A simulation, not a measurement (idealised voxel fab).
process module | voxel gate over fins
cross-section cut | 255 nm wide | cells 5 nm
A cross-section is a grid of square cells, given in bands from the top down. A band is one or more rows of cells.
Each band's line starts with the height of the band's top and of its bottom, in nm. Then come its materials from left to right, each with its width in nm. One material with "throughout" fills the band from edge to edge. "air" is empty space.
Height 0 is the level under which the wafer as received is all one material. The lowest band goes on downwards, as in "0 down".
A width such as "30 to 40" changes by the same amount from each row of cells to the next, from the band's top row to its bottom row.
"no change" after a step means that no cell of the cross-section changed.
closed voids: empty space of 8 cells or more with no open way to the top, each as width x height at its distance from the left edge, in nm
after a step's settings: what the simulator itself notes on the step
overlay nm, on a step with a mask: how far to the right of its planned place the mask lay; to the left if negative
plan
1 op RECEIVE | material Si
2 op CONFORMAL_DEP | material SiN | thk nm 5
3 op MASKED_ETCH | tone cover | mask id FINS | width nm 15 | pitch nm 45 | etch materials SiN | depth nm 5 | overlay nm 0
4 op MASKED_ETCH | tone cover | mask id FINS | width nm 15 | pitch nm 45 | etch materials Si | depth nm 30 | overlay nm 0
5 op OXIDIZE | depth nm 5
6 op FILL_DEP | material SiO2 | thk nm 5
7 op CMP | height nm 5
8 op SELECTIVE_ETCH | etch materials SiO2 | depth nm 15
9 op STRIP | etch materials SiN
10 op CONFORMAL_DEP | material HfO2 | thk nm 5
11 op CONFORMAL_DEP | material TiN | thk nm 5
12 op FILL_DEP | material W | thk nm 15
13 op CMP | height nm 20
14 op CONFORMAL_DEP | material SiN | thk nm 5
as received, after step 1
  0 down: Si throughout
  closed voids: none
first wafer at the end, as planned
  25 to 20: SiN throughout
  20 to 10: W throughout
  10 to 5: W 45 | TiN 25 | W 20 | TiN 25 | W 20 | TiN 25 | W 20 | TiN 25 | W 50
  5 to 0: W 45 | TiN 5 | HfO2 15 | TiN 5 | W 20 | TiN 5 | HfO2 15 | TiN 5 | W 20 | TiN 5 | HfO2 15 | TiN 5 | W 20 | TiN 5 | HfO2 15 | TiN 5 | W 50
  0 to -5: TiN 50 | HfO2 5 | Si 5 | HfO2 5 | TiN 30 | HfO2 5 | Si 5 | HfO2 5 | TiN 30 | HfO2 5 | Si 5 | HfO2 5 | TiN 30 | HfO2 5 | Si 5 | HfO2 5 | TiN 55
  -5 to -10: HfO2 55 | Si 5 | HfO2 40 | Si 5 | HfO2 40 | Si 5 | HfO2 40 | Si 5 | HfO2 60
  -10 to -35: SiO2 55 | Si 5 | SiO2 40 | Si 5 | SiO2 40 | Si 5 | SiO2 40 | Si 5 | SiO2 60
  -35 down: Si throughout
  closed voids: none
second wafer at the end: like start, like plan, one mistake
  25 to 20: SiN throughout
  20 to 5: W throughout
  5 to 0: W 50 | TiN 15 | W 30 | TiN 15 | W 30 | TiN 15 | W 30 | TiN 15 | W 55
  0 to -5: W 50 | TiN 5 | Si 5 | TiN 5 | W 30 | TiN 5 | Si 5 | TiN 5 | W 30 | TiN 5 | Si 5 | TiN 5 | W 30 | TiN 5 | Si 5 | TiN 5 | W 55
  -5 to -10: TiN 55 | Si 5 | TiN 40 | Si 5 | TiN 40 | Si 5 | TiN 40 | Si 5 | TiN 60
  -10 to -35: SiO2 55 | Si 5 | SiO2 40 | Si 5 | SiO2 40 | Si 5 | SiO2 40 | Si 5 | SiO2 60
  -35 down: Si throughout
  closed voids: none
what went wrong: step 10 was left out
at the end the second wafer has, in cells: 67 fewer of HfO2 | 67 more of W
